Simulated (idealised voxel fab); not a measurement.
Process module in this document: voxel fin reveal
Square cells of 5 nm make up the cross-section cut, whose width is 185 nm.
We lay out every cross-section as a grid of square cells and spell it out in bands from the top down, where one band means one or more rows of cells. Band: top and bottom heights (nm) first, top before bottom; then materials from left to right, widths in nm. "edge to edge" marks a sole material filling the band edge to edge. "air" denotes empty space. Heights from 0 (as-received wafer is one material below). Bottom band endless downward, as "0 -> down". When a width is written as two numbers, as in "30..40", the first number is the width in the top row of cells of the band and the second is the width in its bottom row, and the width changes by the same amount from each row to the next. "changes: none" (step): cross-section cells unchanged, all of them. Reported under the label "Entrapped voids" are the empty spaces having no open way to the top and comprising 8 cells or more; the notation for each is width x height at distance, in which the distance is measured from the left edge and all three values are in nm. Formally, on a step line, whatever follows the settings is a remark that the simulator itself makes on the step. The "overlay nm" setting may appear on a step's line; for a step that uses a mask, it gives how far to the right of its planned position the mask lay, and a negative value indicates the left.

## Process steps (planned)
1) RECEIVE (material Si)
2) CONFORMAL_DEP (material SiN; thk nm 5)
3) DIRECTIONAL_DEP (material aC; thk nm 15)
4) PATTERN (tone cover; mask id FINS; material resist; width nm 15; pitch nm 45; thk nm 35; overlay nm 0)
5) DIRECTIONAL_ETCH (etch materials aC; depth nm 15)
6) STRIP (etch materials resist)
7) DIRECTIONAL_ETCH (etch materials SiN; depth nm 5)
8) DIRECTIONAL_ETCH (etch materials Si; depth nm 35)
9) STRIP (etch materials aC)
10) OXIDIZE (depth nm 5)
11) FILL_DEP (material SiO2; thk nm 10)
12) CMP (height nm 5)
13) SELECTIVE_ETCH (etch materials SiO2; depth nm 20)
14) STRIP (etch materials SiN)
15) CONFORMAL_DEP (material SiO2; thk nm 5)

## Cross-section of the wafer as it came to us, i.e., already through step 1
- 0 -> down  Si edge to edge
- Entrapped voids: none

## What the wafer looks like in cross-section after this module, when it starts as shown above and follows the plan above but one mistake is made in running it
- 0 -> -15  65 nm air; 5 nm Si; 40 nm air; 5 nm Si; 70 nm air
- -15 -> -40  65 nm SiO2; 5 nm Si; 40 nm SiO2; 5 nm Si; 70 nm SiO2
- -40 -> down  Si edge to edge
- Entrapped voids: none
The mistake made against the process plan was this: skipped: plan step 15 (never run)
